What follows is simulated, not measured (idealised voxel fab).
This section sets out a process module, namely voxel air gaps.
In the cross-section labelled cut, the width is 215 nm and each square cell is 5 nm.
Cross-section format: a grid of square cells, given as bands from top to bottom; each band is one or more rows of cells. What a band's entry tells you: where the top is and where the bottom is, as heights in nm, and after that what lies inside, material by material from left to right, each with its width in nm. Empty space is written as the word "empty", and a single material marked with the word "full width" occupies the band from edge to edge. Basically, 0 is our baseline, since under it the wafer straight out of the box is all one material. The bottom band has no lower end and keeps on going down, so it looks like "0 down". The two numbers in a width such as "30 to 40" mark its ends across the band: the first belongs to the top row of cells, the second to the bottom row, and from each row to the next the width moves by the same amount. For the purposes of this document, the phrase "remains unaltered" attached to a step denotes that no cell within the cross-section was modified by that step. "Sealed internal voids": empty spaces of 8 cells or more with no open way to the top, each given as width x height at distance, distance from the left edge, all in nm. after a step's settings: what the simulator itself notes on the step. The setting "overlay nm" may be written on the line of a step. When the step uses a mask, the value reports how far to the right of the planned place the mask lay, and a negative value reports that it lay to the left.
The following list gives the planned process steps
1. RECEIVE with material Si
2. CONFORMAL_DEP with material SiO2, thk nm 15
3. CONFORMAL_DEP with material SiN, thk nm 5
4. DIRECTIONAL_DEP with material SiO2, thk nm 40
5. MASKED_ETCH with tone open, mask id LINES, width nm 25, pitch nm 55, etch materials SiO2, depth nm 40, overlay nm 0
6. CONFORMAL_DEP with material TiN, thk nm 5
7. FILL_DEP with material Cu, thk nm 5
8. CMP with height nm 60
9. EPI with material Ru, thk nm 10
10. SELECTIVE_ETCH with etch materials SiO2, depth nm 50
11. CONFORMAL_DEP with material SiCN, thk nm 5
Cross-section of the wafer upon arrival, representing the state reached after step 1
    0 down | Si full width
    Sealed internal voids: none
Looking at the first of two wafers in cross-section at end of module - ran to plan
    75 to 70 | empty 25 nm, then SiCN 165 nm, then empty 25 nm
    70 to 60 | empty 25 nm, then SiCN 5 nm, then Ru 45 nm, then SiCN 10 nm, then Ru 45 nm, then SiCN 10 nm, then Ru 45 nm, then SiCN 5 nm, then empty 25 nm
    60 to 55 | empty 25 nm, then SiCN 15 nm, then TiN 5 nm, then Cu 15 nm, then TiN 5 nm, then SiCN 30 nm, then TiN 5 nm, then Cu 15 nm, then TiN 5 nm, then SiCN 30 nm, then TiN 5 nm, then Cu 15 nm, then TiN 5 nm, then SiCN 15 nm, then empty 25 nm
    55 to 25 | empty 35 nm, then SiCN 5 nm, then TiN 5 nm, then Cu 15 nm, then TiN 5 nm, then SiCN 5 nm, then empty 20 nm, then SiCN 5 nm, then TiN 5 nm, then Cu 15 nm, then TiN 5 nm, then SiCN 5 nm, then empty 20 nm, then SiCN 5 nm, then TiN 5 nm, then Cu 15 nm, then TiN 5 nm, then SiCN 5 nm, then empty 35 nm
    25 to 20 | SiCN 40 nm, then TiN 25 nm, then SiCN 30 nm, then TiN 25 nm, then SiCN 30 nm, then TiN 25 nm, then SiCN 40 nm
    20 to 15 | SiN full width
    15 to 0 | SiO2 full width
    0 down | Si full width
    Sealed internal voids: 20 x 30 at 70; 20 x 30 at 125
Module end: cross-section of wafer two of two. Same start and process plan as the first wafer. One mistake during execution
    75 to 70 | empty 25 nm, then SiCN 170 nm, then empty 20 nm
    70 to 60 | empty 25 nm, then SiCN 5 nm, then Ru 50 nm, then SiCN 5 nm, then Ru 50 nm, then SiCN 5 nm, then Ru 50 nm, then SiCN 5 nm, then empty 20 nm
    60 to 55 | empty 25 nm, then SiCN 15 nm, then TiN 5 nm, then Cu 20 nm, then TiN 5 nm, then SiCN 25 nm, then TiN 5 nm, then Cu 20 nm, then TiN 5 nm, then SiCN 25 nm, then TiN 5 nm, then Cu 20 nm, then TiN 5 nm, then SiCN 15 nm, then empty 20 nm
    55 to 25 | empty 35 nm, then SiCN 5 nm, then TiN 5 nm, then Cu 20 nm, then TiN 5 nm, then SiCN 5 nm, then empty 15 nm, then SiCN 5 nm, then TiN 5 nm, then Cu 20 nm, then TiN 5 nm, then SiCN 5 nm, then empty 15 nm, then SiCN 5 nm, then TiN 5 nm, then Cu 20 nm, then TiN 5 nm, then SiCN 5 nm, then empty 30 nm
    25 to 20 | SiCN 40 nm, then TiN 30 nm, then SiCN 25 nm, then TiN 30 nm, then SiCN 25 nm, then TiN 30 nm, then SiCN 35 nm
    20 to 15 | SiN full width
    15 to 0 | SiO2 full width
    0 down | Si full width
    Sealed internal voids: 15 x 30 at 75; 15 x 30 at 130
The mistake made against the process plan was this: contrary to plan, step 5 was performed as MASKED_ETCH with tone open, mask id LINES, width nm 30, pitch nm 55, etch materials SiO2, depth nm 40, overlay nm 0
Final tally in cells, some materials are higher or lower on the second wafer than on the first: Cu: 21 more, Ru: 6 more, SiCN: 8 fewer, TiN: 3 more
